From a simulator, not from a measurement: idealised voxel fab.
process module | voxel gate over fins
cross-section cut | 250 nm wide | cells 5 nm
A cross-section is a grid of square cells, given in bands from the top down. A band is one or more rows of cells.
Each band's line starts with the height of the band's top and of its bottom, in nm. Then come its materials from left to right, each with its width in nm. One material with "throughout" fills the band from edge to edge. "air" is empty space.
Height 0 is the level under which the wafer as received is all one material. The lowest band goes on downwards, as in "0 down".
A width such as "30 to 40" changes by the same amount from each row of cells to the next, from the band's top row to its bottom row.
"no change" after a step means that no cell of the cross-section changed.
closed voids: empty space of 8 cells or more with no open way to the top, each as width x height at its distance from the left edge, in nm
after a step's settings: what the simulator itself notes on the step
overlay nm, on a step with a mask: how far to the right of its planned place the mask lay; to the left if negative
plan
1 op RECEIVE | material Si
2 op CONFORMAL_DEP | material SiN | thk nm 5
3 op MASKED_ETCH | tone cover | mask id FINS | width nm 15 | pitch nm 55 | etch materials SiN | depth nm 5 | overlay nm 0
4 op MASKED_ETCH | tone cover | mask id FINS | width nm 15 | pitch nm 55 | etch materials Si | depth nm 40 | overlay nm 0
5 op OXIDIZE | depth nm 5
6 op FILL_DEP | material SiO2 | thk nm 15
7 op CMP | height nm 5
8 op MASKED_ETCH | tone open | mask id RAIL | width nm 15 | etch materials SiO2 | depth nm 40 | overlay nm -15
9 op CONFORMAL_DEP | material TiN | thk nm 5
10 op FILL_DEP | material W | thk nm 10
11 op CMP | height nm 5
12 op SELECTIVE_ETCH | etch materials W Ru TiN | depth nm 30
13 op FILL_DEP | material SiO2 | thk nm 5
14 op CMP | height nm 5
15 op SELECTIVE_ETCH | etch materials SiO2 | depth nm 20
16 op STRIP | etch materials SiN
17 op CONFORMAL_DEP | material HfO2 | thk nm 5
18 op CONFORMAL_DEP | material TiN | thk nm 5
19 op FILL_DEP | material W | thk nm 10
20 op CMP | height nm 15
21 op CONFORMAL_DEP | material SiN | thk nm 5
varied across the wafers: overlay nm of step 8. The plan shows the first wafer's value. All wafers start alike
first wafer as received, after step 1
  0 down: Si throughout
  closed voids: none
first wafer at the end, after step 21
  20 to 15: SiN throughout
  15 to 10: W throughout
  10 to 5: W 30 | TiN 25 | W 30 | TiN 25 | W 30 | TiN 25 | W 30 | TiN 25 | W 30
  5 to 0: W 30 | TiN 5 | HfO2 15 | TiN 5 | W 30 | TiN 5 | HfO2 15 | TiN 5 | W 30 | TiN 5 | HfO2 15 | TiN 5 | W 30 | TiN 5 | HfO2 15 | TiN 5 | W 30
  0 to -5: W 30 | TiN 5 | HfO2 5 | Si 5 | HfO2 5 | TiN 5 | W 30 | TiN 5 | HfO2 5 | Si 5 | HfO2 5 | TiN 5 | W 30 | TiN 5 | HfO2 5 | Si 5 | HfO2 5 | TiN 5 | W 30 | TiN 5 | HfO2 5 | Si 5 | HfO2 5 | TiN 5 | W 30
  -5 to -10: TiN 35 | HfO2 5 | Si 5 | HfO2 5 | TiN 40 | HfO2 5 | Si 5 | HfO2 5 | TiN 40 | HfO2 5 | Si 5 | HfO2 5 | TiN 40 | HfO2 5 | Si 5 | HfO2 5 | TiN 35
  -10 to -15: HfO2 40 | Si 5 | HfO2 50 | Si 5 | HfO2 50 | Si 5 | HfO2 50 | Si 5 | HfO2 40
  -15 to -25: SiO2 40 | Si 5 | SiO2 50 | Si 5 | SiO2 50 | Si 5 | SiO2 50 | Si 5 | SiO2 40
  -25 to -35: SiO2 40 | Si 5 | SiO2 5 | TiN 10 | SiO2 35 | Si 5 | SiO2 50 | Si 5 | SiO2 50 | Si 5 | SiO2 40
  -35 to -45: SiO2 40 | Si 5 | SiO2 50 | Si 5 | SiO2 50 | Si 5 | SiO2 50 | Si 5 | SiO2 40
  -45 down: Si throughout
  closed voids: none
last wafer at the end
  20 to 15: SiN throughout
  15 to 10: W throughout
  10 to 5: W 30 | TiN 25 | W 30 | TiN 25 | W 30 | TiN 25 | W 30 | TiN 25 | W 30
  5 to 0: W 30 | TiN 5 | HfO2 15 | TiN 5 | W 30 | TiN 5 | HfO2 15 | TiN 5 | W 30 | TiN 5 | HfO2 15 | TiN 5 | W 30 | TiN 5 | HfO2 15 | TiN 5 | W 30
  0 to -5: W 30 | TiN 5 | HfO2 5 | Si 5 | HfO2 5 | TiN 5 | W 30 | TiN 5 | HfO2 5 | Si 5 | HfO2 5 | TiN 5 | W 30 | TiN 5 | HfO2 5 | Si 5 | HfO2 5 | TiN 5 | W 30 | TiN 5 | HfO2 5 | Si 5 | HfO2 5 | TiN 5 | W 30
  -5 to -10: TiN 35 | HfO2 5 | Si 5 | HfO2 5 | TiN 40 | HfO2 5 | Si 5 | HfO2 5 | TiN 40 | HfO2 5 | Si 5 | HfO2 5 | TiN 40 | HfO2 5 | Si 5 | HfO2 5 | TiN 35
  -10 to -15: HfO2 40 | Si 5 | HfO2 50 | Si 5 | HfO2 50 | Si 5 | HfO2 50 | Si 5 | HfO2 40
  -15 to -25: SiO2 40 | Si 5 | SiO2 50 | Si 5 | SiO2 50 | Si 5 | SiO2 50 | Si 5 | SiO2 40
  -25 to -30: SiO2 40 | Si 5 | SiO2 30 | TiN 5 | W 5 | TiN 5 | SiO2 5 | Si 5 | SiO2 50 | Si 5 | SiO2 50 | Si 5 | SiO2 40
  -30 to -35: SiO2 40 | Si 5 | SiO2 30 | TiN 15 | SiO2 5 | Si 5 | SiO2 50 | Si 5 | SiO2 50 | Si 5 | SiO2 40
  -35 to -45: SiO2 40 | Si 5 | SiO2 50 | Si 5 | SiO2 50 | Si 5 | SiO2 50 | Si 5 | SiO2 40
  -45 down: Si throughout
  closed voids: none
each wafer at the end: cells of each material gained (+) or lost (-) since it was received, then its closed voids
overlay nm -15 | +74 HfO2 | -414 Si | +50 SiN | +272 SiO2 | +78 TiN | +140 W | closed voids: none
overlay nm -10 | +74 HfO2 | -414 Si | +50 SiN | +270 SiO2 | +79 TiN | +141 W | closed voids: none
overlay nm -5 | +74 HfO2 | -414 Si | +50 SiN | +270 SiO2 | +79 TiN | +141 W | closed voids: none
overlay nm 0 | +74 HfO2 | -414 Si | +50 SiN | +270 SiO2 | +79 TiN | +141 W | closed voids: none
overlay nm 5 | +74 HfO2 | -414 Si | +50 SiN | +270 SiO2 | +79 TiN | +141 W | closed voids: none
overlay nm 10 | +74 HfO2 | -414 Si | +50 SiN | +270 SiO2 | +79 TiN | +141 W | closed voids: none
overlay nm 15 | +74 HfO2 | -414 Si | +50 SiN | +270 SiO2 | +79 TiN | +141 W | closed voids: none
